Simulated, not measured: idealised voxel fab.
process module | voxel wiring stack
cross-section cut | 260 nm wide | cells 5 nm
A cross-section is a grid of square cells, given in bands from the top down. A band is one or more rows of cells.
Each band's line starts with the height of the band's top and of its bottom, in nm. Then come its materials from left to right, each with its width in nm. One material with "throughout" fills the band from edge to edge. "air" is empty space.
Height 0 is the level under which the wafer as received is all one material. The lowest band goes on downwards, as in "0 down".
A width such as "30 to 40" changes by the same amount from each row of cells to the next, from the band's top row to its bottom row.
"no change" after a step means that no cell of the cross-section changed.
closed voids: empty space of 8 cells or more with no open way to the top, each as width x height at its distance from the left edge, in nm
after a step's settings: what the simulator itself notes on the step
overlay nm, on a step with a mask: how far to the right of its planned place the mask lay; to the left if negative
plan
1 op RECEIVE | material Si
2 op CONFORMAL_DEP | material SiO2 | thk nm 10
3 op CONFORMAL_DEP | material SiCN | thk nm 5
4 op DIRECTIONAL_DEP | material SiO2 | thk nm 25
5 op MASKED_ETCH | tone open | mask id METAL_1 | width nm 30 | pitch nm 55 | etch materials SiO2 | depth nm 25 | overlay nm 0
6 op MASKED_ETCH | tone open | mask id METAL_1 | width nm 30 | pitch nm 55 | etch materials SiCN | depth nm 5 | overlay nm 0
7 op CONFORMAL_DEP | material TiN | thk nm 5
8 op FILL_DEP | material Cu | thk nm 5
9 op CMP | height nm 40
10 op CONFORMAL_DEP | material SiCN | thk nm 5
11 op DIRECTIONAL_DEP | material SiO2 | thk nm 35
12 op PATTERN | tone open | mask id METAL_2_HOLES | material resist | width nm 15 | pitch nm 55 | thk nm 15 | overlay nm 0
13 op DIRECTIONAL_ETCH | etch materials SiO2 | depth nm 35
14 op STRIP | etch materials resist
15 op PATTERN | tone open | mask id METAL_2 | material resist | width nm 30 | pitch nm 55 | thk nm 20 | overlay nm 0
16 op DIRECTIONAL_ETCH | etch materials SiO2 | depth nm 20
17 op DIRECTIONAL_ETCH | etch materials SiCN | depth nm 5
18 op STRIP | etch materials resist
19 op CONFORMAL_DEP | material TiN | thk nm 5
20 op FILL_DEP | material Ru | thk nm 5
21 op CMP | height nm 80
22 op CONFORMAL_DEP | material SiCN | thk nm 5
23 op DIRECTIONAL_DEP | material SiO2 | thk nm 25
24 op PATTERN | tone open | mask id METAL_3 | material resist | width nm 20 | pitch nm 55 | thk nm 15 | overlay nm 0
25 op DIRECTIONAL_ETCH | etch materials SiO2 | depth nm 15
26 op STRIP | etch materials resist
27 op PATTERN | tone open | mask id METAL_3_HOLES | material resist | width nm 15 | pitch nm 55 | thk nm 20 | overlay nm 0
28 op DIRECTIONAL_ETCH | etch materials SiO2 | depth nm 10
29 op DIRECTIONAL_ETCH | etch materials SiCN | depth nm 5
30 op STRIP | etch materials resist
31 op CONFORMAL_DEP | material TiN | thk nm 5
32 op FILL_DEP | material Ru | thk nm 5
33 op CMP | height nm 110
34 op CONFORMAL_DEP | material SiCN | thk nm 5
varied across the wafers: width nm of step 24. The plan shows the first wafer's value. All wafers start alike
first wafer as received, after step 1
  0 down: Si throughout
  closed voids: none
first wafer at the end, after step 34
  115 to 110: SiCN throughout
  110 to 100: SiO2 30 | TiN 5 to 10 | Ru 15 to 10 | TiN 5 | SiO2 30 | TiN 5 to 10 | Ru 15 to 10 | TiN 5 | SiO2 30 | TiN 5 to 10 | Ru 15 to 10 | TiN 5 | SiO2 30 | TiN 5 to 10 | Ru 15 to 10 | TiN 5 | SiO2 40
  100 to 95: SiO2 35 | TiN 20 | SiO2 35 | TiN 20 | SiO2 35 | TiN 20 | SiO2 35 | TiN 20 | SiO2 40
  95 to 85: SiO2 35 | TiN 10 | SiO2 45 | TiN 10 | SiO2 45 | TiN 10 | SiO2 45 | TiN 10 | SiO2 50
  85 to 80: SiCN 35 | TiN 10 | SiCN 45 | TiN 10 | SiCN 45 | TiN 10 | SiCN 45 | TiN 10 | SiCN 50
  80 to 65: SiO2 30 | TiN 5 | Ru 20 | TiN 5 | SiO2 25 | TiN 5 | Ru 20 | TiN 5 | SiO2 25 | TiN 5 | Ru 20 | TiN 5 | SiO2 25 | TiN 5 | Ru 20 | TiN 5 | SiO2 35
  65 to 60: SiO2 30 | TiN 5 | Ru 5 | TiN 20 | SiO2 25 | TiN 5 | Ru 5 | TiN 20 | SiO2 25 | TiN 5 | Ru 5 | TiN 20 | SiO2 25 | TiN 5 | Ru 5 | TiN 20 | SiO2 35
  60 to 45: SiO2 30 | TiN 5 | Ru 5 | TiN 5 | SiO2 40 | TiN 5 | Ru 5 | TiN 5 | SiO2 40 | TiN 5 | Ru 5 | TiN 5 | SiO2 40 | TiN 5 | Ru 5 | TiN 5 | SiO2 50
  45 to 40: SiCN 30 | TiN 15 | SiCN 40 | TiN 15 | SiCN 40 | TiN 15 | SiCN 40 | TiN 15 | SiCN 50
  40 to 15: SiO2 30 | TiN 5 | Cu 20 | TiN 5 | SiO2 25 | TiN 5 | Cu 20 | TiN 5 | SiO2 25 | TiN 5 | Cu 20 | TiN 5 | SiO2 25 | TiN 5 | Cu 20 | TiN 5 | SiO2 35
  15 to 10: SiCN 30 | TiN 30 | SiCN 25 | TiN 30 | SiCN 25 | TiN 30 | SiCN 25 | TiN 30 | SiCN 35
  10 to 0: SiO2 throughout
  0 down: Si throughout
  closed voids: none
last wafer at the end
  115 to 110: SiCN throughout
  110 to 100: SiO2 25 | TiN 5 | Ru 30 | TiN 5 | SiO2 15 | TiN 5 | Ru 30 | TiN 5 | SiO2 15 | TiN 5 | Ru 30 | TiN 5 | SiO2 15 | TiN 5 | Ru 30 | TiN 5 | SiO2 30
  100 to 95: SiO2 25 | TiN 10 | Ru 5 | TiN 25 | SiO2 15 | TiN 10 | Ru 5 | TiN 25 | SiO2 15 | TiN 10 | Ru 5 | TiN 25 | SiO2 15 | TiN 10 | Ru 5 | TiN 25 | SiO2 30
  95 to 85: SiO2 30 | TiN 5 | Ru 5 | TiN 5 | SiO2 40 | TiN 5 | Ru 5 | TiN 5 | SiO2 40 | TiN 5 | Ru 5 | TiN 5 | SiO2 40 | TiN 5 | Ru 5 | TiN 5 | SiO2 50
  85 to 80: SiCN 30 | TiN 15 | SiCN 40 | TiN 15 | SiCN 40 | TiN 15 | SiCN 40 | TiN 15 | SiCN 50
  80 to 65: SiO2 30 | TiN 5 | Ru 20 | TiN 5 | SiO2 25 | TiN 5 | Ru 20 | TiN 5 | SiO2 25 | TiN 5 | Ru 20 | TiN 5 | SiO2 25 | TiN 5 | Ru 20 | TiN 5 | SiO2 35
  65 to 60: SiO2 30 | TiN 5 | Ru 5 | TiN 20 | SiO2 25 | TiN 5 | Ru 5 | TiN 20 | SiO2 25 | TiN 5 | Ru 5 | TiN 20 | SiO2 25 | TiN 5 | Ru 5 | TiN 20 | SiO2 35
  60 to 45: SiO2 30 | TiN 5 | Ru 5 | TiN 5 | SiO2 40 | TiN 5 | Ru 5 | TiN 5 | SiO2 40 | TiN 5 | Ru 5 | TiN 5 | SiO2 40 | TiN 5 | Ru 5 | TiN 5 | SiO2 50
  45 to 40: SiCN 30 | TiN 15 | SiCN 40 | TiN 15 | SiCN 40 | TiN 15 | SiCN 40 | TiN 15 | SiCN 50
  40 to 15: SiO2 30 | TiN 5 | Cu 20 | TiN 5 | SiO2 25 | TiN 5 | Cu 20 | TiN 5 | SiO2 25 | TiN 5 | Cu 20 | TiN 5 | SiO2 25 | TiN 5 | Cu 20 | TiN 5 | SiO2 35
  15 to 10: SiCN 30 | TiN 30 | SiCN 25 | TiN 30 | SiCN 25 | TiN 30 | SiCN 25 | TiN 30 | SiCN 35
  10 to 0: SiO2 throughout
  0 down: Si throughout
  closed voids: none
each wafer at the end: cells of each material gained (+) or lost (-) since it was received, then its closed voids
width nm 20 | +80 Cu | +84 Ru | +164 SiCN | +664 SiO2 | +204 TiN | closed voids: none
width nm 25 | +80 Cu | +92 Ru | +164 SiCN | +652 SiO2 | +208 TiN | closed voids: none
width nm 30 | +80 Cu | +108 Ru | +160 SiCN | +640 SiO2 | +208 TiN | closed voids: none
width nm 35 | +80 Cu | +116 Ru | +160 SiCN | +628 SiO2 | +212 TiN | closed voids: none
width nm 40 | +80 Cu | +124 Ru | +160 SiCN | +616 SiO2 | +216 TiN | closed voids: none
